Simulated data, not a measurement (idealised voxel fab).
The following is a process module called voxel released beams.
Square cells of 5 nm make up the cross-section cut, whose width is 195 nm.
Throughout this document, each cross-section is represented as a grid of square cells and is presented as a sequence of bands enumerated from the top downward, where a band comprises one or more rows of cells.
The band entry comprises the height of the band's top followed by the height of its bottom, expressed in nm, and subsequently the band's materials from left to right, each stated together with its width in nm. Where a single material is marked with the word "everywhere", that material fills the band from edge to edge. The word "empty" represents empty space.
Where do heights start? At 0: under that level the wafer as delivered is made of one material only. And the lowest band has no floor; it just carries on downward, as in "z 0 and below".
The width entry "30..40" should be interpreted row by row: the top row of cells in the band takes the first number, the bottom row takes the second number, and the change between adjacent rows is uniform throughout.
You'll sometimes find "no modification" written for a step, and that's the way of saying that nowhere in the cross-section did a cell change during that step.
"Sealed internal voids": empty spaces of 8 cells or more with no open way to the top, each given as width x height at distance, distance from the left edge, all in nm.
Step line, after settings: the simulator's comment on this step.
overlay nm, on a step with a mask: how far to the right of its planned place the mask lay; to the left if negative
These are the steps we planned for the process
step 1: RECEIVE: material Si
step 2: CONFORMAL_DEP: material SiN, thk nm 5
step 3: DIRECTIONAL_DEP: material SiO2, thk nm 10
step 4: MASKED_ETCH: tone open, mask id ANCHOR, width nm 45, etch materials SiO2, depth nm 10, overlay nm 0
step 5: CONFORMAL_DEP: material TiN, thk nm 15
step 6: DIRECTIONAL_DEP: material aC, thk nm 10
step 7: PATTERN: tone cover, mask id BEAM, material resist, width nm 120, thk nm 30, overlay nm 0
step 8: DIRECTIONAL_ETCH: etch materials aC, depth nm 10
step 9: STRIP: etch materials resist
step 10: DIRECTIONAL_ETCH: etch materials TiN, depth nm 15
step 11: STRIP: etch materials aC
step 12: STRIP: etch materials SiO2
The first of a set of two wafers, run to plan
Incoming wafer, cross-sectional view, post step 1
	z 0 and below  Si everywhere
	Sealed internal voids: none
Wafer xsec, post step 2
	z 5 to 0  SiN everywhere
	Rest of section, below 0: as before.
Wafer xsec, post step 3
	z 15 to 5  SiO2 everywhere
	Rest of section, below 5: as before.
Wafer xsec, post step 4
	z 15 to 5  SiO2 (40) / empty (45) / SiO2 (110)
	Rest of section, below 5: as before.
Wafer xsec, post step 5
	z 30 to 20  TiN (55) / empty (15) / TiN (125)
	z 20 to 15  TiN everywhere
	z 15 to 5  SiO2 (40) / TiN (45) / SiO2 (110)
	Rest of section, below 5: as before.
Wafer xsec, post step 6
	z 40 to 30  aC (55) / empty (15) / aC (125)
	z 30 to 20  TiN (55) / aC (15) / TiN (125)
	Rest of section, below 20: as before.
Wafer xsec, post step 7
	z 70 to 40  empty (35) / resist (120) / empty (40)
	z 40 to 30  aC (55) / resist (15) / aC (125)
	Rest of section, below 30: as before.
Wafer xsec, post step 8
	z 60 to 40  empty (35) / resist (120) / empty (40)
	z 40 to 30  empty (35) / aC (20) / resist (15) / aC (85) / empty (40)
	Rest of section, below 30: as before.
Wafer xsec, post step 9
	z 40 to 30  empty (35) / aC (20) / empty (15) / aC (85) / empty (40)
	Rest of section, below 30: as before.
Wafer xsec, post step 10
	z 40 to 30  empty (35) / aC (20) / empty (15) / aC (85) / empty (40)
	z 30 to 20  empty (35) / TiN (20) / aC (15) / TiN (85) / empty (40)
	z 20 to 15  empty (35) / TiN (120) / empty (40)
	Rest of section, below 15: as before.
Wafer xsec, post step 11
	z 30 to 20  empty (35) / TiN (20) / empty (15) / TiN (85) / empty (40)
	Rest of section, below 20: as before.
Wafer xsec, post step 12
	z 30 to 20  empty (35) / TiN (20) / empty (15) / TiN (85) / empty (40)
	z 20 to 15  empty (35) / TiN (120) / empty (40)
	z 15 to 5  empty (40) / TiN (45) / empty (110)
	Rest of section, below 5: as before.
Second wafer. Start and plan as for the first. One mistake made in running. Agrees with the first up to and including step 4
Second wafer, sectioned view, at step 5's planned end time
	z 40 to 15  TiN everywhere
	z 15 to 5  SiO2 (40) / TiN (45) / SiO2 (110)
	Rest of section, below 5: as before.
Second wafer, sectioned view, at step 6's planned end time
	z 50 to 40  aC everywhere
	Rest of section, below 40: as before.
Second wafer, sectioned view, at step 7's planned end time
	z 80 to 50  empty (35) / resist (120) / empty (40)
	Rest of section, below 50: as before.
Second wafer, sectioned view, at step 8's planned end time
	z 70 to 50  empty (35) / resist (120) / empty (40)
	z 50 to 40  empty (35) / aC (120) / empty (40)
	Rest of section, below 40: as before.
Second wafer, sectioned view, at step 9's planned end time
	z 50 to 40  empty (35) / aC (120) / empty (40)
	Rest of section, below 40: as before.
Second wafer, sectioned view, at step 10's planned end time
	z 50 to 40  empty (35) / aC (120) / empty (40)
	z 40 to 25  empty (35) / TiN (120) / empty (40)
	Rest of section, below 25: as before.
Second wafer, sectioned view, at step 11's planned end time
	z 40 to 25  empty (35) / TiN (120) / empty (40)
	Rest of section, below 25: as before.
Second wafer, sectioned view, at step 12's planned end time: no modification
What went wrong in running the wafer? step 5 did not happen as planned, as run it was CONFORMAL_DEP: material TiN, thk nm 25
Final cells, second wafer relative to first, materials higher or lower: SiO2 +60, TiN +84
